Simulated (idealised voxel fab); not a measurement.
Module name: voxel trench capacitor (process module)
This is section cut - it's 230 nm across, gridded in 5 nm square cells.
Each cross-section below is a grid of square cells, stated as bands in top-down order, with one or more rows of cells making up each band.
Within each band entry, the heights of the top and of the bottom of the band appear first, in that order and in nm; the materials of the band then follow from left to right, each with its corresponding width in nm. The designation "throughout" on a single material indicates that it fills the band from edge to edge; the designation "empty" indicates empty space.
Ref level 0: as-received wafer is one material below here. Bottom band extends down with no lower bound ("z 0 and below").
Think of "30 to 40" as a width that walks from the first number to the second as you go down the band, top row to bottom row, taking equal-sized steps from row to row.
"nothing altered" for a step: no cell of the cross-section changed in that step.
The list in "Enclosed void catalog" covers empty spaces of 8 cells or more that cannot reach the top through any open way, and it gives each as width x height at distance; the distance is from the left edge, and width, height and distance are in nm.
after a step's settings: what the simulator itself notes on the step
On any step carrying a mask, the "overlay nm" setting, if present on the step's line, tells how far right of its planned place the mask lay; negative values point to the left.

So here's the lineup of process steps we planned
1 RECEIVE, material Si
2 CONFORMAL_DEP, material SiN, thk nm 10
3 MASKED_ETCH, tone open, mask id TRENCH, width nm 20, pitch nm 45, etch materials SiN, depth nm 10, overlay nm 0
4 MASKED_ETCH, tone open, mask id TRENCH, width nm 20, pitch nm 45, etch materials Si, depth nm 25, overlay nm 0
5 CONFORMAL_DEP, material SiO2, thk nm 5
6 FILL_DEP, material polySi, thk nm 10
7 CMP, height nm 10

The first of the two wafers, which ran as planned

As-received state of the wafer in cross-section, equivalent to post-step 1
- z 0 and below = Si throughout
- Enclosed void catalog: none

After step 2
- z 10 to 0 = SiN throughout
- Lower than 0, everything is as it was.

After step 3
- z 10 to 0 = SiN=60 | empty=20 | SiN=25 | empty=20 | SiN=25 | empty=20 | SiN=60
- Lower than 0, everything is as it was.

After step 4
- z 10 to 0 = SiN=60 | empty=20 | SiN=25 | empty=20 | SiN=25 | empty=20 | SiN=60
- z 0 to -25 = Si=60 | empty=20 | Si=25 | empty=20 | Si=25 | empty=20 | Si=60
- Lower than -25, everything is as it was.

After step 5
- z 15 to 10 = SiO2=65 | empty=10 | SiO2=35 | empty=10 | SiO2=35 | empty=10 | SiO2=65
- z 10 to 0 = SiN=60 | SiO2=5 | empty=10 | SiO2=5 | SiN=25 | SiO2=5 | empty=10 | SiO2=5 | SiN=25 | SiO2=5 | empty=10 | SiO2=5 | SiN=60
- z 0 to -20 = Si=60 | SiO2=5 | empty=10 | SiO2=5 | Si=25 | SiO2=5 | empty=10 | SiO2=5 | Si=25 | SiO2=5 | empty=10 | SiO2=5 | Si=60
- z -20 to -25 = Si=60 | SiO2=20 | Si=25 | SiO2=20 | Si=25 | SiO2=20 | Si=60
- Lower than -25, everything is as it was.

After step 6
- z 25 to 15 = polySi throughout
- z 15 to 10 = SiO2=65 | polySi=10 | SiO2=35 | polySi=10 | SiO2=35 | polySi=10 | SiO2=65
- z 10 to 0 = SiN=60 | SiO2=5 | polySi=10 | SiO2=5 | SiN=25 | SiO2=5 | polySi=10 | SiO2=5 | SiN=25 | SiO2=5 | polySi=10 | SiO2=5 | SiN=60
- z 0 to -20 = Si=60 | SiO2=5 | polySi=10 | SiO2=5 | Si=25 | SiO2=5 | polySi=10 | SiO2=5 | Si=25 | SiO2=5 | polySi=10 | SiO2=5 | Si=60
- Lower than -20, everything is as it was.

After step 7
- z 10 to 0 = SiN=60 | SiO2=5 | polySi=10 | SiO2=5 | SiN=25 | SiO2=5 | polySi=10 | SiO2=5 | SiN=25 | SiO2=5 | polySi=10 | SiO2=5 | SiN=60
- Lower than 0, everything is as it was.

Second Wafer (Identical Start and Plan, One Processing Error; Matches First Wafer Through Step 2)

Here is the second wafer in cross-section at the point where step 3 of the plan should have been done
- z 10 to 0 = empty=60 | SiN=20 | empty=25 | SiN=20 | empty=25 | SiN=20 | empty=60
- Lower than 0, everything is as it was.

Here is the second wafer in cross-section at the point where step 4 of the plan should have been done: nothing altered

Here is the second wafer in cross-section at the point where step 5 of the plan should have been done
- z 15 to 10 = empty=55 | SiO2=30 | empty=15 | SiO2=30 | empty=15 | SiO2=30 | empty=55
- z 10 to 5 = empty=55 | SiO2=5 | SiN=20 | SiO2=5 | empty=15 | SiO2=5 | SiN=20 | SiO2=5 | empty=15 | SiO2=5 | SiN=20 | SiO2=5 | empty=55
- z 5 to 0 = SiO2=60 | SiN=20 | SiO2=25 | SiN=20 | SiO2=25 | SiN=20 | SiO2=60
- Lower than 0, everything is as it was.

Here is the second wafer in cross-section at the point where step 6 of the plan should have been done
- z 25 to 15 = polySi throughout
- z 15 to 10 = polySi=55 | SiO2=30 | polySi=15 | SiO2=30 | polySi=15 | SiO2=30 | polySi=55
- z 10 to 5 = polySi=55 | SiO2=5 | SiN=20 | SiO2=5 | polySi=15 | SiO2=5 | SiN=20 | SiO2=5 | polySi=15 | SiO2=5 | SiN=20 | SiO2=5 | polySi=55
- Lower than 5, everything is as it was.

Here is the second wafer in cross-section at the point where step 7 of the plan should have been done
- z 10 to 5 = polySi=55 | SiO2=5 | SiN=20 | SiO2=5 | polySi=15 | SiO2=5 | SiN=20 | SiO2=5 | polySi=15 | SiO2=5 | SiN=20 | SiO2=5 | polySi=55
- Lower than 5, everything is as it was.
What went wrong in running the wafer? step 3 deviated from plan and actually ran as MASKED_ETCH, tone cover, mask id TRENCH, width nm 20, pitch nm 45, etch materials SiN, depth nm 10, overlay nm 0
Looking at both finished wafers in cells, the second ends up ahead of or behind the first on some materials: +60 Si; -44 SiN; -8 SiO2; -8 polySi
